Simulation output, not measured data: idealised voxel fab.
process module | voxel capacitor over wiring
cross-section cut | 155 nm wide | cells 5 nm
A cross-section is a grid of square cells, given in bands from the top down. A band is one or more rows of cells.
Each band's line starts with the height of the band's top and of its bottom, in nm. Then come its materials from left to right, each with its width in nm. One material with "throughout" fills the band from edge to edge. "air" is empty space.
Height 0 is the level under which the wafer as received is all one material. The lowest band goes on downwards, as in "0 down".
A width such as "30 to 40" changes by the same amount from each row of cells to the next, from the band's top row to its bottom row.
"no change" after a step means that no cell of the cross-section changed.
closed voids: empty space of 8 cells or more with no open way to the top, each as width x height at its distance from the left edge, in nm
after a step's settings: what the simulator itself notes on the step
overlay nm, on a step with a mask: how far to the right of its planned place the mask lay; to the left if negative
plan
1 op RECEIVE | material Si
2 op CONFORMAL_DEP | material SiO2 | thk nm 15
3 op CONFORMAL_DEP | material SiN | thk nm 5
4 op DIRECTIONAL_DEP | material SiO2 | thk nm 25
5 op DIRECTIONAL_DEP | material aC | thk nm 15
6 op PATTERN | tone open | mask id METAL_1 | material resist | width nm 30 | pitch nm 80 | thk nm 35 | overlay nm 0
7 op DIRECTIONAL_ETCH | etch materials aC | depth nm 15
8 op STRIP | etch materials resist
9 op DIRECTIONAL_ETCH | etch materials SiO2 | depth nm 25
10 op DIRECTIONAL_ETCH | etch materials SiN | depth nm 5
11 op STRIP | etch materials aC
12 op CONFORMAL_DEP | material TiN | thk nm 5
13 op FILL_DEP | material Ru | thk nm 5
14 op CMP | height nm 45
15 op CONFORMAL_DEP | material SiCN | thk nm 5
16 op DIRECTIONAL_DEP | material lowk | thk nm 15
17 op MASKED_ETCH | tone open | mask id PLUG_1 | width nm 15 | etch materials lowk | depth nm 15 | overlay nm 0
18 op MASKED_ETCH | tone open | mask id PLUG_1 | width nm 15 | etch materials SiCN | depth nm 5 | overlay nm 0
19 op EPI | material Ru | thk nm 10
20 op EPI | material Ru | thk nm 10
21 op DIRECTIONAL_DEP | material TiN | thk nm 10
22 op DIRECTIONAL_DEP | material HfO2 | thk nm 5
23 op DIRECTIONAL_DEP | material TiN | thk nm 10
24 op DIRECTIONAL_DEP | material aC | thk nm 15
25 op PATTERN | tone cover | mask id UPPER_PLATE | material resist | width nm 55 | thk nm 30 | overlay nm 0
26 op DIRECTIONAL_ETCH | etch materials aC | depth nm 15
27 op STRIP | etch materials resist
28 op DIRECTIONAL_ETCH | etch materials TiN | depth nm 10
29 op DIRECTIONAL_ETCH | etch materials HfO2 | depth nm 5
30 op STRIP | etch materials aC
31 op DIRECTIONAL_DEP | material aC | thk nm 10
32 op PATTERN | tone cover | mask id LOWER_PLATE | material resist | width nm 65 | thk nm 30 | overlay nm 0
33 op DIRECTIONAL_ETCH | etch materials aC | depth nm 10
34 op STRIP | etch materials resist
35 op DIRECTIONAL_ETCH | etch materials TiN | depth nm 10
36 op STRIP | etch materials aC
37 op FILL_DEP | material SiO2 | thk nm 20
38 op CMP | height nm 105
39 op MASKED_ETCH | tone open | mask id PLUG_2 | width nm 15 | etch materials SiO2 | depth nm 15 | overlay nm 0
40 op CONFORMAL_DEP | material TiN | thk nm 5
41 op FILL_DEP | material Ru | thk nm 10
42 op CMP | height nm 105
43 op CONFORMAL_DEP | material SiCN | thk nm 5
as received, after step 1
  0 down: Si throughout
  closed voids: none
a wafer at the end: this start, this plan, one mistake
  110 to 105: SiCN throughout
  105 to 95: SiO2 45 | TiN 5 | Ru 5 | TiN 5 | SiO2 95
  95 to 90: SiO2 45 | TiN 15 | SiO2 95
  90 to 80: SiO2 35 | TiN 55 | SiO2 65
  80 to 75: SiO2 35 | HfO2 55 | SiO2 65
  75 to 65: SiO2 30 | TiN 65 | SiO2 60
  65 to 50: lowk 40 | Ru 15 | lowk 100
  50 to 45: SiCN 40 | Ru 10 | SiCN 105
  45 to 20: SiO2 20 | TiN 5 | Ru 20 | TiN 5 | SiO2 50 | TiN 5 | Ru 20 | TiN 5 | SiO2 25
  20 to 15: SiN 20 | TiN 30 | SiN 50 | TiN 30 | SiN 25
  15 to 0: SiO2 throughout
  0 down: Si throughout
  closed voids: none
what went wrong: step 17 ran as: op MASKED_ETCH | tone open | mask id PLUG_1 | width nm 15 | etch materials lowk | depth nm 15 | overlay nm 5
